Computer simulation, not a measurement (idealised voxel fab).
process module | voxel tone inversion
cross-section cut | 195 nm wide | cells 5 nm
A cross-section is a grid of square cells, given in bands from the top down. A band is one or more rows of cells.
Each band's line starts with the height of the band's top and of its bottom, in nm. Then come its materials from left to right, each with its width in nm. One material with "throughout" fills the band from edge to edge. "air" is empty space.
Height 0 is the level under which the wafer as received is all one material. The lowest band goes on downwards, as in "0 down".
A width such as "30 to 40" changes by the same amount from each row of cells to the next, from the band's top row to its bottom row.
"no change" after a step means that no cell of the cross-section changed.
closed voids: empty space of 8 cells or more with no open way to the top, each as width x height at its distance from the left edge, in nm
after a step's settings: what the simulator itself notes on the step
overlay nm, on a step with a mask: how far to the right of its planned place the mask lay; to the left if negative
plan
1 op RECEIVE | material Si
2 op CONFORMAL_DEP | material SiCN | thk nm 5
3 op DIRECTIONAL_DEP | material polySi | thk nm 15
4 op PATTERN | tone cover | mask id POSTS | material resist | width nm 20 | pitch nm 35 | thk nm 25 | overlay nm 0
5 op DIRECTIONAL_ETCH | etch materials polySi | depth nm 15
6 op STRIP | etch materials resist
7 op FILL_DEP | material SiO2 | thk nm 5
8 op CMP | height nm 25
9 op STRIP | etch materials polySi
10 op CONFORMAL_DEP | material TiN | thk nm 5
11 op FILL_DEP | material Cu | thk nm 5
12 op CMP | height nm 25
13 op CONFORMAL_DEP | material SiCN | thk nm 5
varied across the wafers: thk nm of step 2. The plan shows the first wafer's value. All wafers start alike
first wafer as received, after step 1
  0 down: Si throughout
  closed voids: none
each wafer at the end: cells of each material gained (+) or lost (-) since it was received, then its closed voids
thk nm 5 | +78 SiCN | +108 SiO2 | +48 polySi | closed voids: none
thk nm 10 | +16 Cu | +117 SiCN | +69 SiO2 | +32 TiN | closed voids: none
thk nm 15 | +8 Cu | +156 SiCN | +46 SiO2 | +24 TiN | closed voids: none
thk nm 20 | +195 SiCN | +23 SiO2 | +16 TiN | closed voids: none
thk nm 25 | +234 SiCN | closed voids: none
